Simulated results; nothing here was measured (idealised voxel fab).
The process module presented herein is designated voxel trench capacitor.
This is section cut - it's 260 nm across, gridded in 5 nm square cells.
Throughout this document, each cross-section is represented as a grid of square cells and is presented as a sequence of bands enumerated from the top downward, where a band comprises one or more rows of cells. Look at the band entry: it leads with the top's height and the bottom's height in nm. Then it lists the materials left to right, with a width in nm for each. The word "edge to edge" on a single material says that material fills the band edge to edge. The word "empty" is empty space. Ref level 0: as-received wafer is one material below here. Bottom band extends down with no lower bound ("0..down"). The expression "30->40" gives the width at the extremes of the band, the first number at its top row of cells and the second at its bottom row, with the width changing by equal amounts from each row to the next in between. Reading "changes: none" for a step: not a cell of the cross-section changed in it. Entry "Fully closed voids" = empty spaces >= 8 cells with no open way to the top; each as width x height at distance, distance from left edge, all nm. The remark found on a step's line after its settings is issued by the simulator itself and pertains to that step. overlay nm: how far to the right of its planned place the mask lay on this masked step (negative: to the left). If you're wondering how to read the rest of this, here's the deal. It's pairs of cross-sections: one from before a process step, one from after it. The after one is only drawn as far down as the lowest band that changed. Right under each pair you'll see which step sits between them and what its settings were. Don't read the pairs as one continuous story, though. They can come from different runs of this module on the same starting wafer, and a pair only carries on from the one above it where its entry headed "Before this step" says so.
# Before this step
    25..20 | W edge to edge
    20..15 | TiN 55 nm; W 5 nm; TiN 40 nm; W 5 nm; TiN 40 nm; W 5 nm; TiN 40 nm; W 5 nm; TiN 65 nm
    15..10 | Al2O3 50 nm; TiN 5 nm; W 5 nm; TiN 5 nm; Al2O3 30 nm; TiN 5 nm; W 5 nm; TiN 5 nm; Al2O3 30 nm; TiN 5 nm; W 5 nm; TiN 5 nm; Al2O3 30 nm; TiN 5 nm; W 5 nm; TiN 5 nm; Al2O3 60 nm
    10..0 | SiN 45 nm; Al2O3 5 nm; TiN 5 nm; W 5 nm; TiN 5 nm; Al2O3 5 nm; SiN 20 nm; Al2O3 5 nm; TiN 5 nm; W 5 nm; TiN 5 nm; Al2O3 5 nm; SiN 20 nm; Al2O3 5 nm; TiN 5 nm; W 5 nm; TiN 5 nm; Al2O3 5 nm; SiN 20 nm; Al2O3 5 nm; TiN 5 nm; W 5 nm; TiN 5 nm; Al2O3 5 nm; SiN 55 nm
    0..-30 | Si 45 nm; Al2O3 5 nm; TiN 5 nm; W 5 nm; TiN 5 nm; Al2O3 5 nm; Si 20 nm; Al2O3 5 nm; TiN 5 nm; W 5 nm; TiN 5 nm; Al2O3 5 nm; Si 20 nm; Al2O3 5 nm; TiN 5 nm; W 5 nm; TiN 5 nm; Al2O3 5 nm; Si 20 nm; Al2O3 5 nm; TiN 5 nm; W 5 nm; TiN 5 nm; Al2O3 5 nm; Si 55 nm
    -30..-35 | Si 45 nm; Al2O3 5 nm; TiN 15 nm; Al2O3 5 nm; Si 20 nm; Al2O3 5 nm; TiN 15 nm; Al2O3 5 nm; Si 20 nm; Al2O3 5 nm; TiN 15 nm; Al2O3 5 nm; Si 20 nm; Al2O3 5 nm; TiN 15 nm; Al2O3 5 nm; Si 55 nm
    -35..-40 | Si 45 nm; Al2O3 25 nm; Si 20 nm; Al2O3 25 nm; Si 20 nm; Al2O3 25 nm; Si 20 nm; Al2O3 25 nm; Si 55 nm
    -40..down | Si edge to edge
    Fully closed voids: none
# Cut View, Post-Step
    10..0 | SiN 45 nm; Al2O3 5 nm; TiN 5 nm; W 5 nm; TiN 5 nm; Al2O3 5 nm; SiN 20 nm; Al2O3 5 nm; TiN 5 nm; W 5 nm; TiN 5 nm; Al2O3 5 nm; SiN 20 nm; Al2O3 5 nm; TiN 5 nm; W 5 nm; TiN 5 nm; Al2O3 5 nm; SiN 20 nm; Al2O3 5 nm; TiN 5 nm; W 5 nm; TiN 5 nm; Al2O3 5 nm; SiN 55 nm
    Rest of section, below 0: as before.
    Fully closed voids: none
Processing between the before and after sections above: CMP, height nm 10
# Before this step
    15..10 | TiN 55 nm; empty 15 nm; TiN 30 nm; empty 15 nm; TiN 30 nm; empty 15 nm; TiN 30 nm; empty 15 nm; TiN 55 nm
    10..0 | SiN 50 nm; TiN 5 nm; empty 15 nm; TiN 5 nm; SiN 20 nm; TiN 5 nm; empty 15 nm; TiN 5 nm; SiN 20 nm; TiN 5 nm; empty 15 nm; TiN 5 nm; SiN 20 nm; TiN 5 nm; empty 15 nm; TiN 5 nm; SiN 50 nm
    0..-35 | Si 50 nm; TiN 5 nm; empty 15 nm; TiN 5 nm; Si 20 nm; TiN 5 nm; empty 15 nm; TiN 5 nm; Si 20 nm; TiN 5 nm; empty 15 nm; TiN 5 nm; Si 20 nm; TiN 5 nm; empty 15 nm; TiN 5 nm; Si 50 nm
    -35..-40 | Si 50 nm; TiN 25 nm; Si 20 nm; TiN 25 nm; Si 20 nm; TiN 25 nm; Si 20 nm; TiN 25 nm; Si 50 nm
    -40..down | Si edge to edge
    Fully closed voids: none
# Cut View, Post-Step
    20..10 | TiN 60 nm; empty 5 nm; TiN 40 nm; empty 5 nm; TiN 40 nm; empty 5 nm; TiN 40 nm; empty 5 nm; TiN 60 nm
    10..0 | SiN 50 nm; TiN 10 nm; empty 5 nm; TiN 10 nm; SiN 20 nm; TiN 10 nm; empty 5 nm; TiN 10 nm; SiN 20 nm; TiN 10 nm; empty 5 nm; TiN 10 nm; SiN 20 nm; TiN 10 nm; empty 5 nm; TiN 10 nm; SiN 50 nm
    0..-30 | Si 50 nm; TiN 10 nm; empty 5 nm; TiN 10 nm; Si 20 nm; TiN 10 nm; empty 5 nm; TiN 10 nm; Si 20 nm; TiN 10 nm; empty 5 nm; TiN 10 nm; Si 20 nm; TiN 10 nm; empty 5 nm; TiN 10 nm; Si 50 nm
    -30..-40 | Si 50 nm; TiN 25 nm; Si 20 nm; TiN 25 nm; Si 20 nm; TiN 25 nm; Si 20 nm; TiN 25 nm; Si 50 nm
    Rest of section, below -40: as before.
    Fully closed voids: none
Processing between the before and after sections above: CONFORMAL_DEP, material TiN, thk nm 5
Before this step: equal to the after panel directly above.
# Cut View, Post-Step
    25..20 | W edge to edge
    20..10 | TiN 60 nm; W 5 nm; TiN 40 nm; W 5 nm; TiN 40 nm; W 5 nm; TiN 40 nm; W 5 nm; TiN 60 nm
    10..0 | SiN 50 nm; TiN 10 nm; W 5 nm; TiN 10 nm; SiN 20 nm; TiN 10 nm; W 5 nm; TiN 10 nm; SiN 20 nm; TiN 10 nm; W 5 nm; TiN 10 nm; SiN 20 nm; TiN 10 nm; W 5 nm; TiN 10 nm; SiN 50 nm
    0..-30 | Si 50 nm; TiN 10 nm; W 5 nm; TiN 10 nm; Si 20 nm; TiN 10 nm; W 5 nm; TiN 10 nm; Si 20 nm; TiN 10 nm; W 5 nm; TiN 10 nm; Si 20 nm; TiN 10 nm; W 5 nm; TiN 10 nm; Si 50 nm
    Rest of section, below -30: as before.
    Fully closed voids: none
Processing between the before and after sections above: FILL_DEP, material W, thk nm 5
Before this step: equal to the after panel directly above.
# Cut View, Post-Step
    10..0 | SiN 50 nm; TiN 10 nm; W 5 nm; TiN 10 nm; SiN 20 nm; TiN 10 nm; W 5 nm; TiN 10 nm; SiN 20 nm; TiN 10 nm; W 5 nm; TiN 10 nm; SiN 20 nm; TiN 10 nm; W 5 nm; TiN 10 nm; SiN 50 nm
    Rest of section, below 0: as before.
    Fully closed voids: none
Processing between the before and after sections above: CMP, height nm 10
# Before this step
    10..0 | SiN edge to edge
    0..down | Si edge to edge
    Fully closed voids: none
# Cut View, Post-Step
    25..10 | empty 50 nm; resist 25 nm; empty 20 nm; resist 25 nm; empty 20 nm; resist 25 nm; empty 20 nm; resist 25 nm; empty 50 nm
    Rest of section, below 10: as before.
    Fully closed voids: none
Processing between the before and after sections above: PATTERN, tone cover, mask id TRENCH, material resist, width nm 25, pitch nm 45, thk nm 15, overlay nm 0
Before this step: equal to the after panel directly above.
# Cut View, Post-Step
    25..10 | empty 50 nm; resist 25 nm; empty 20 nm; resist 25 nm; empty 20 nm; resist 25 nm; empty 20 nm; resist 25 nm; empty 50 nm
    10..0 | empty 50 nm; SiN 25 nm; empty 20 nm; SiN 25 nm; empty 20 nm; SiN 25 nm; empty 20 nm; SiN 25 nm; empty 50 nm
    Rest of section, below 0: as before.
    Fully closed voids: none
Processing between the before and after sections above: DIRECTIONAL_ETCH, etch materials SiN, depth nm 10
Before this step: equal to the after panel directly above.
# Cut View, Post-Step
    25..10 | empty 50 nm; resist 25 nm; empty 20 nm; resist 25 nm; empty 20 nm; resist 25 nm; empty 20 nm; resist 25 nm; empty 50 nm
    10..0 | empty 50 nm; SiN 25 nm; empty 20 nm; SiN 25 nm; empty 20 nm; SiN 25 nm; empty 20 nm; SiN 25 nm; empty 50 nm
    0..-40 | empty 50 nm; Si 25 nm; empty 20 nm; Si 25 nm; empty 20 nm; Si 25 nm; empty 20 nm; Si 25 nm; empty 50 nm
    Rest of section, below -40: as before.
    Fully closed voids: none
Processing between the before and after sections above: DIRECTIONAL_ETCH, etch materials Si, depth nm 40
Before this step: equal to the after panel directly above.
# Cut View, Post-Step
    10..0 | empty 50 nm; SiN 25 nm; empty 20 nm; SiN 25 nm; empty 20 nm; SiN 25 nm; empty 20 nm; SiN 25 nm; empty 50 nm
    Rest of section, below 0: as before.
    Fully closed voids: none
Processing between the before and after sections above: STRIP, etch materials resist
Before this step: equal to the after panel directly above.
# Cut View, Post-Step
    15..10 | empty 45 nm; Al2O3 35 nm; empty 10 nm; Al2O3 35 nm; empty 10 nm; Al2O3 35 nm; empty 10 nm; Al2O3 35 nm; empty 45 nm
    10..0 | empty 45 nm; Al2O3 5 nm; SiN 25 nm; Al2O3 5 nm; empty 10 nm; Al2O3 5 nm; SiN 25 nm; Al2O3 5 nm; empty 10 nm; Al2O3 5 nm; SiN 25 nm; Al2O3 5 nm; empty 10 nm; Al2O3 5 nm; SiN 25 nm; Al2O3 5 nm; empty 45 nm
    0..-35 | empty 45 nm; Al2O3 5 nm; Si 25 nm; Al2O3 5 nm; empty 10 nm; Al2O3 5 nm; Si 25 nm; Al2O3 5 nm; empty 10 nm; Al2O3 5 nm; Si 25 nm; Al2O3 5 nm; empty 10 nm; Al2O3 5 nm; Si 25 nm; Al2O3 5 nm; empty 45 nm
    -35..-40 | Al2O3 50 nm; Si 25 nm; Al2O3 20 nm; Si 25 nm; Al2O3 20 nm; Si 25 nm; Al2O3 20 nm; Si 25 nm; Al2O3 50 nm
    Rest of section, below -40: as before.
    Fully closed voids: none
Processing between the before and after sections above: CONFORMAL_DEP, material Al2O3, thk nm 5
Before this step: equal to the after panel directly above.
# Cut View, Post-Step
    20..15 | empty 40 nm; TiN 180 nm; empty 40 nm
    15..10 | empty 40 nm; TiN 5 nm; Al2O3 35 nm; TiN 10 nm; Al2O3 35 nm; TiN 10 nm; Al2O3 35 nm; TiN 10 nm; Al2O3 35 nm; TiN 5 nm; empty 40 nm
    10..0 | empty 40 nm; TiN 5 nm; Al2O3 5 nm; SiN 25 nm; Al2O3 5 nm; TiN 10 nm; Al2O3 5 nm; SiN 25 nm; Al2O3 5 nm; TiN 10 nm; Al2O3 5 nm; SiN 25 nm; Al2O3 5 nm; TiN 10 nm; Al2O3 5 nm; SiN 25 nm; Al2O3 5 nm; TiN 5 nm; empty 40 nm
    0..-30 | empty 40 nm; TiN 5 nm; Al2O3 5 nm; Si 25 nm; Al2O3 5 nm; TiN 10 nm; Al2O3 5 nm; Si 25 nm; Al2O3 5 nm; TiN 10 nm; Al2O3 5 nm; Si 25 nm; Al2O3 5 nm; TiN 10 nm; Al2O3 5 nm; Si 25 nm; Al2O3 5 nm; TiN 5 nm; empty 40 nm
    -30..-35 | TiN 45 nm; Al2O3 5 nm; Si 25 nm; Al2O3 5 nm; TiN 10 nm; Al2O3 5 nm; Si 25 nm; Al2O3 5 nm; TiN 10 nm; Al2O3 5 nm; Si 25 nm; Al2O3 5 nm; TiN 10 nm; Al2O3 5 nm; Si 25 nm; Al2O3 5 nm; TiN 45 nm
    Rest of section, below -35: as before.
    Fully closed voids: none
Processing between the before and after sections above: CONFORMAL_DEP, material TiN, thk nm 5
Before this step: equal to the after panel directly above.
# Cut View, Post-Step
    25..20 | W edge to edge
    20..15 | W 40 nm; TiN 180 nm; W 40 nm
    15..10 | W 40 nm; TiN 5 nm; Al2O3 35 nm; TiN 10 nm; Al2O3 35 nm; TiN 10 nm; Al2O3 35 nm; TiN 10 nm; Al2O3 35 nm; TiN 5 nm; W 40 nm
    10..0 | W 40 nm; TiN 5 nm; Al2O3 5 nm; SiN 25 nm; Al2O3 5 nm; TiN 10 nm; Al2O3 5 nm; SiN 25 nm; Al2O3 5 nm; TiN 10 nm; Al2O3 5 nm; SiN 25 nm; Al2O3 5 nm; TiN 10 nm; Al2O3 5 nm; SiN 25 nm; Al2O3 5 nm; TiN 5 nm; W 40 nm
    0..-30 | W 40 nm; TiN 5 nm; Al2O3 5 nm; Si 25 nm; Al2O3 5 nm; TiN 10 nm; Al2O3 5 nm; Si 25 nm; Al2O3 5 nm; TiN 10 nm; Al2O3 5 nm; Si 25 nm; Al2O3 5 nm; TiN 10 nm; Al2O3 5 nm; Si 25 nm; Al2O3 5 nm; TiN 5 nm; W 40 nm
    Rest of section, below -30: as before.
    Fully closed voids: none
Processing between the before and after sections above: FILL_DEP, material W, thk nm 5
Before this step: equal to the after panel directly above.
# Cut View, Post-Step
    10..0 | W 40 nm; TiN 5 nm; Al2O3 5 nm; SiN 25 nm; Al2O3 5 nm; TiN 10 nm; Al2O3 5 nm; SiN 25 nm; Al2O3 5 nm; TiN 10 nm; Al2O3 5 nm; SiN 25 nm; Al2O3 5 nm; TiN 10 nm; Al2O3 5 nm; SiN 25 nm; Al2O3 5 nm; TiN 5 nm; W 40 nm
    Rest of section, below 0: as before.
    Fully closed voids: none
Processing between the before and after sections above: CMP, height nm 10
